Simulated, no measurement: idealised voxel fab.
Herein follows the process module entitled voxel self aligned vias.
The cross-section shown here is cut; it is 270 nm wide and divided into square cells measuring 5 nm on a side.
Each cross-section below is a grid of square cells, stated as bands in top-down order, with one or more rows of cells making up each band. Per band: top height and bottom height in nm, followed by the left-to-right materials and their widths in nm; "edge to edge" marks a single material spanning edge to edge, "blank" marks empty space. A quick word on heights: they are counted from 0, and under that level the wafer as it came to us is one material throughout. The lowest band is different from the rest in having no bottom; it simply continues downward, written as in "0..down". Think of "30 to 40" as a width that walks from the first number to the second as you go down the band, top row to bottom row, taking equal-sized steps from row to row. No cell of the cross-section changed in a step that is given as "everything unchanged". Heads up: "Closed internal cavities" only lists the empty pockets with no open path to the top that are 8 cells or more, and it writes them as width x height at distance, distance from the left edge, in nm. after a step's settings: what the simulator itself notes on the step. overlay nm: mask right of planned place by this much (step with mask). Neg. = left.
The steps planned for the process are as follows:
1. RECEIVE with material Si
2. CONFORMAL_DEP with material SiO2, thk nm 15
3. CONFORMAL_DEP with material SiCN, thk nm 5
4. DIRECTIONAL_DEP with material lowk, thk nm 30
5. MASKED_ETCH with tone open, mask id LINES, width nm 25, pitch nm 75, etch materials lowk, depth nm 30, overlay nm 0
6. CONFORMAL_DEP with material TiN, thk nm 5
7. FILL_DEP with material W, thk nm 10
8. CMP with height nm 50
9. SELECTIVE_ETCH with etch materials W Ru TiN, depth nm 5
10. FILL_DEP with material SiN, thk nm 5
11. CMP with height nm 50
12. DIRECTIONAL_DEP with material lowk, thk nm 15
13. MASKED_ETCH with tone open, mask id VIAS, width nm 45, pitch nm 75, etch materials lowk, depth nm 15, overlay nm 0
14. MASKED_ETCH with tone open, mask id VIAS, width nm 45, pitch nm 75, etch materials SiN, depth nm 5, overlay nm 0
15. CONFORMAL_DEP with material TiN, thk nm 5
16. FILL_DEP with material Cu, thk nm 10
17. CMP with height nm 65
18. CONFORMAL_DEP with material SiN, thk nm 5
Cross-sectional view of the wafer in its as-received condition, corresponding to the state after step 1:
  0..down: Si edge to edge
  Closed internal cavities: none
Module complete - cross-section of the first of two wafers, run according to plan:
  70..65: SiN edge to edge
  65..55: lowk 35 / TiN 5 / Cu 35 / TiN 5 / lowk 30 / TiN 5 / Cu 35 / TiN 5 / lowk 30 / TiN 5 / Cu 35 / TiN 5 / lowk 40
  55..50: lowk 35 / TiN 15 / Cu 15 / TiN 15 / lowk 30 / TiN 15 / Cu 15 / TiN 15 / lowk 30 / TiN 15 / Cu 15 / TiN 15 / lowk 40
  50..45: lowk 45 / TiN 25 / lowk 50 / TiN 25 / lowk 50 / TiN 25 / lowk 50
  45..25: lowk 45 / TiN 5 / W 15 / TiN 5 / lowk 50 / TiN 5 / W 15 / TiN 5 / lowk 50 / TiN 5 / W 15 / TiN 5 / lowk 50
  25..20: lowk 45 / TiN 25 / lowk 50 / TiN 25 / lowk 50 / TiN 25 / lowk 50
  20..15: SiCN edge to edge
  15..0: SiO2 edge to edge
  0..down: Si edge to edge
  Closed internal cavities: none
Presented here is a cross-section of the second of the two wafers as it stood at the end of the module. It was started in the same manner and assigned the same plan as the first wafer; however, one mistake was made in its execution:
  70..65: SiN edge to edge
  65..55: lowk 35 / TiN 5 / Cu 35 / TiN 5 / lowk 30 / TiN 5 / Cu 35 / TiN 5 / lowk 30 / TiN 5 / Cu 35 / TiN 5 / lowk 40
  55..50: lowk 35 / TiN 15 / Cu 15 / TiN 15 / lowk 30 / TiN 15 / Cu 15 / TiN 15 / lowk 30 / TiN 15 / Cu 15 / TiN 15 / lowk 40
  50..45: lowk 45 / TiN 25 / lowk 50 / TiN 25 / lowk 50 / TiN 25 / lowk 50
  45..40: lowk 45 / TiN 5 / W 15 / TiN 5 / lowk 50 / TiN 5 / W 15 / TiN 5 / lowk 50 / TiN 5 / W 15 / TiN 5 / lowk 50
  40..35: lowk 45 / TiN 25 / lowk 50 / TiN 25 / lowk 50 / TiN 25 / lowk 50
  35..30: SiCN edge to edge
  30..0: SiO2 edge to edge
  0..down: Si edge to edge
  Closed internal cavities: none
What broke from the plan during processing? step 2 of the plan saw execution twice
The final cell counts differ between the wafers, with the second having more or fewer of some materials than the first: SiO2: 162 more | TiN: 18 fewer | W: 27 fewer | lowk: 117 fewer
